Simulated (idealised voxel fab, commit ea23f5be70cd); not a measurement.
You're looking at the process module voxel air gaps.
This is section cut - it's 205 nm across, gridded in 5 nm square cells.
This document writes a cross-section as a grid whose cells are square, and gives it as bands, listed from the top down; one or more rows of cells form a band.
Band: top and bottom heights (nm) first, top before bottom; then materials from left to right, widths in nm. "throughout" marks a sole material filling the band edge to edge. "empty" denotes empty space.
Height datum 0, below which the as-received substrate wafer is one material. Lowest band open at the bottom, running downward: "0..down".
A two-number width, for instance "30 to 40", indicates that the width is equal to the first number in the top row of the band and to the second number in the bottom row, and that it changes by a constant amount per row of cells.
Any step labelled "identical to before" changed none of the cells in the cross-section.
Reported under the label "Enclosed internal cavities" are the empty spaces having no open way to the top and comprising 8 cells or more; the notation for each is width x height at distance, in which the distance is measured from the left edge and all three values are in nm.
Anything after a step's settings on that line? It's the simulator's own note about the step.
"overlay nm" denotes, for a step that has a mask, the displacement of the mask to the right of its planned place, with negative values corresponding to the left.
The planned process steps are enumerated hereunder
| 1 | RECEIVE with material Si |
| 2 | CONFORMAL_DEP with material SiO2, thk nm 15 |
| 3 | CONFORMAL_DEP with material SiN, thk nm 5 |
| 4 | DIRECTIONAL_DEP with material lowk, thk nm 40 |
| 5 | DIRECTIONAL_DEP with material aC, thk nm 15 |
| 6 | PATTERN with tone open, mask id LINES, material resist, width nm 25, pitch nm 50, thk nm 30, overlay nm 0 |
| 7 | DIRECTIONAL_ETCH with etch materials aC, depth nm 15 |
| 8 | STRIP with etch materials resist |
| 9 | DIRECTIONAL_ETCH with etch materials lowk, depth nm 40 |
| 10 | STRIP with etch materials aC |
| 11 | CONFORMAL_DEP with material TiN, thk nm 5 |
| 12 | FILL_DEP with material W, thk nm 10 |
| 13 | CMP with height nm 60 |
| 14 | EPI with material Ru, thk nm 10 |
| 15 | SELECTIVE_ETCH with etch materials lowk, depth nm 50 |
| 16 | CONFORMAL_DEP with material SiCN, thk nm 5 |
First of two wafers - as planned
As received, after step 1
  0..down = Si throughout
  Enclosed internal cavities: none
So this is the wafer cross-section right after step 2
  15..0 = SiO2 throughout
  No changes below 0.
So this is the wafer cross-section right after step 3
  20..15 = SiN throughout
  No changes below 15.
So this is the wafer cross-section right after step 4
  60..20 = lowk throughout
  No changes below 20.
So this is the wafer cross-section right after step 5
  75..60 = aC throughout
  No changes below 60.
So this is the wafer cross-section right after step 6
  105..75 = 40 of resist, 25 of empty, 25 of resist, 25 of empty, 25 of resist, 25 of empty, 40 of resist
  No changes below 75.
So this is the wafer cross-section right after step 7
  90..75 = 40 of resist, 25 of empty, 25 of resist, 25 of empty, 25 of resist, 25 of empty, 40 of resist
  75..60 = 40 of aC, 25 of empty, 25 of aC, 25 of empty, 25 of aC, 25 of empty, 40 of aC
  No changes below 60.
So this is the wafer cross-section right after step 8
  75..60 = 40 of aC, 25 of empty, 25 of aC, 25 of empty, 25 of aC, 25 of empty, 40 of aC
  No changes below 60.
So this is the wafer cross-section right after step 9
  75..60 = 40 of aC, 25 of empty, 25 of aC, 25 of empty, 25 of aC, 25 of empty, 40 of aC
  60..20 = 40 of lowk, 25 of empty, 25 of lowk, 25 of empty, 25 of lowk, 25 of empty, 40 of lowk
  No changes below 20.
So this is the wafer cross-section right after step 10
  60..20 = 40 of lowk, 25 of empty, 25 of lowk, 25 of empty, 25 of lowk, 25 of empty, 40 of lowk
  No changes below 20.
So this is the wafer cross-section right after step 11
  65..60 = 45 of TiN, 15 of empty, 35 of TiN, 15 of empty, 35 of TiN, 15 of empty, 45 of TiN
  60..25 = 40 of lowk, 5 of TiN, 15 of empty, 5 of TiN, 25 of lowk, 5 of TiN, 15 of empty, 5 of TiN, 25 of lowk, 5 of TiN, 15 of empty, 5 of TiN, 40 of lowk
  25..20 = 40 of lowk, 25 of TiN, 25 of lowk, 25 of TiN, 25 of lowk, 25 of TiN, 40 of lowk
  No changes below 20.
So this is the wafer cross-section right after step 12
  75..65 = W throughout
  65..60 = 45 of TiN, 15 of W, 35 of TiN, 15 of W, 35 of TiN, 15 of W, 45 of TiN
  60..25 = 40 of lowk, 5 of TiN, 15 of W, 5 of TiN, 25 of lowk, 5 of TiN, 15 of W, 5 of TiN, 25 of lowk, 5 of TiN, 15 of W, 5 of TiN, 40 of lowk
  No changes below 25.
So this is the wafer cross-section right after step 13
  60..25 = 40 of lowk, 5 of TiN, 15 of W, 5 of TiN, 25 of lowk, 5 of TiN, 15 of W, 5 of TiN, 25 of lowk, 5 of TiN, 15 of W, 5 of TiN, 40 of lowk
  No changes below 25.
So this is the wafer cross-section right after step 14
  70..60 = 30 of empty, 45 of Ru, 5 of empty, 45 of Ru, 5 of empty, 45 of Ru, 30 of empty
  No changes below 60.
So this is the wafer cross-section right after step 15
  70..60 = 30 of empty, 45 of Ru, 5 of empty, 45 of Ru, 5 of empty, 45 of Ru, 30 of empty
  60..25 = 40 of empty, 5 of TiN, 15 of W, 5 of TiN, 25 of empty, 5 of TiN, 15 of W, 5 of TiN, 25 of empty, 5 of TiN, 15 of W, 5 of TiN, 40 of empty
  25..20 = 40 of empty, 25 of TiN, 25 of empty, 25 of TiN, 25 of empty, 25 of TiN, 40 of empty
  No changes below 20.
So this is the wafer cross-section right after step 16
  75..70 = 25 of empty, 155 of SiCN, 25 of empty
  70..60 = 25 of empty, 5 of SiCN, 45 of Ru, 5 of SiCN, 45 of Ru, 5 of SiCN, 45 of Ru, 5 of SiCN, 25 of empty
  60..55 = 25 of empty, 15 of SiCN, 5 of TiN, 15 of W, 5 of TiN, 25 of SiCN, 5 of TiN, 15 of W, 5 of TiN, 25 of SiCN, 5 of TiN, 15 of W, 5 of TiN, 15 of SiCN, 25 of empty
  55..25 = 35 of empty, 5 of SiCN, 5 of TiN, 15 of W, 5 of TiN, 5 of SiCN, 15 of empty, 5 of SiCN, 5 of TiN, 15 of W, 5 of TiN, 5 of SiCN, 15 of empty, 5 of SiCN, 5 of TiN, 15 of W, 5 of TiN, 5 of SiCN, 35 of empty
  25..20 = 40 of SiCN, 25 of TiN, 25 of SiCN, 25 of TiN, 25 of SiCN, 25 of TiN, 40 of SiCN
  No changes below 20.
  Enclosed internal cavities: 15 x 30 at 70; 15 x 30 at 120
Okay, second wafer. Nothing different at the start, nothing different in the plan, just one mistake somewhere in the running. As far as step 5, counting that step, it's the first wafer all over again
Cross-sectional view of the second wafer at the intended end time of process step 6
  105..75 = 40 of empty, 25 of resist, 25 of empty, 25 of resist, 25 of empty, 25 of resist, 40 of empty
  No changes below 75.
Cross-sectional view of the second wafer at the intended end time of process step 7
  90..75 = 40 of empty, 25 of resist, 25 of empty, 25 of resist, 25 of empty, 25 of resist, 40 of empty
  75..60 = 40 of empty, 25 of aC, 25 of empty, 25 of aC, 25 of empty, 25 of aC, 40 of empty
  No changes below 60.
Cross-sectional view of the second wafer at the intended end time of process step 8
  75..60 = 40 of empty, 25 of aC, 25 of empty, 25 of aC, 25 of empty, 25 of aC, 40 of empty
  No changes below 60.
Cross-sectional view of the second wafer at the intended end time of process step 9
  75..60 = 40 of empty, 25 of aC, 25 of empty, 25 of aC, 25 of empty, 25 of aC, 40 of empty
  60..20 = 40 of empty, 25 of lowk, 25 of empty, 25 of lowk, 25 of empty, 25 of lowk, 40 of empty
  No changes below 20.
Cross-sectional view of the second wafer at the intended end time of process step 10
  60..20 = 40 of empty, 25 of lowk, 25 of empty, 25 of lowk, 25 of empty, 25 of lowk, 40 of empty
  No changes below 20.
Cross-sectional view of the second wafer at the intended end time of process step 11
  65..60 = 35 of empty, 35 of TiN, 15 of empty, 35 of TiN, 15 of empty, 35 of TiN, 35 of empty
  60..25 = 35 of empty, 5 of TiN, 25 of lowk, 5 of TiN, 15 of empty, 5 of TiN, 25 of lowk, 5 of TiN, 15 of empty, 5 of TiN, 25 of lowk, 5 of TiN, 35 of empty
  25..20 = 40 of TiN, 25 of lowk, 25 of TiN, 25 of lowk, 25 of TiN, 25 of lowk, 40 of TiN
  No changes below 20.
Cross-sectional view of the second wafer at the intended end time of process step 12
  75..65 = W throughout
  65..60 = 35 of W, 35 of TiN, 15 of W, 35 of TiN, 15 of W, 35 of TiN, 35 of W
  60..25 = 35 of W, 5 of TiN, 25 of lowk, 5 of TiN, 15 of W, 5 of TiN, 25 of lowk, 5 of TiN, 15 of W, 5 of TiN, 25 of lowk, 5 of TiN, 35 of W
  No changes below 25.
Cross-sectional view of the second wafer at the intended end time of process step 13
  60..25 = 35 of W, 5 of TiN, 25 of lowk, 5 of TiN, 15 of W, 5 of TiN, 25 of lowk, 5 of TiN, 15 of W, 5 of TiN, 25 of lowk, 5 of TiN, 35 of W
  No changes below 25.
Cross-sectional view of the second wafer at the intended end time of process step 14
  70..60 = 50 of Ru, 5 of empty, 45 of Ru, 5 of empty, 45 of Ru, 5 of empty, 50 of Ru
  No changes below 60.
Cross-sectional view of the second wafer at the intended end time of process step 15
  70..60 = 50 of Ru, 5 of empty, 45 of Ru, 5 of empty, 45 of Ru, 5 of empty, 50 of Ru
  60..25 = 35 of W, 5 of TiN, 25 of empty, 5 of TiN, 15 of W, 5 of TiN, 25 of empty, 5 of TiN, 15 of W, 5 of TiN, 25 of empty, 5 of TiN, 35 of W
  25..20 = 40 of TiN, 25 of empty, 25 of TiN, 25 of empty, 25 of TiN, 25 of empty, 40 of TiN
  No changes below 20.
Cross-sectional view of the second wafer at the intended end time of process step 16
  75..70 = SiCN throughout
  70..60 = 50 of Ru, 5 of SiCN, 45 of Ru, 5 of SiCN, 45 of Ru, 5 of SiCN, 50 of Ru
  60..55 = 35 of W, 5 of TiN, 25 of SiCN, 5 of TiN, 15 of W, 5 of TiN, 25 of SiCN, 5 of TiN, 15 of W, 5 of TiN, 25 of SiCN, 5 of TiN, 35 of W
  55..25 = 35 of W, 5 of TiN, 5 of SiCN, 15 of empty, 5 of SiCN, 5 of TiN, 15 of W, 5 of TiN, 5 of SiCN, 15 of empty, 5 of SiCN, 5 of TiN, 15 of W, 5 of TiN, 5 of SiCN, 15 of empty, 5 of SiCN, 5 of TiN, 35 of W
  25..20 = 40 of TiN, 25 of SiCN, 25 of TiN, 25 of SiCN, 25 of TiN, 25 of SiCN, 40 of TiN
  No changes below 20.
  Enclosed internal cavities: 15 x 30 at 45; 15 x 30 at 95; 15 x 30 at 145
So what did we get wrong on this run? step 6 went in with a setting other than planned; the actual run was PATTERN with tone cover, mask id LINES, material resist, width nm 25, pitch nm 50, thk nm 30, overlay nm 0
Cell-count delta at end, second wafer over first, by material: 22 more of Ru; 4 fewer of SiCN; 11 more of TiN; 77 more of W
Final closed voids: first wafer 2, second wafer 3.
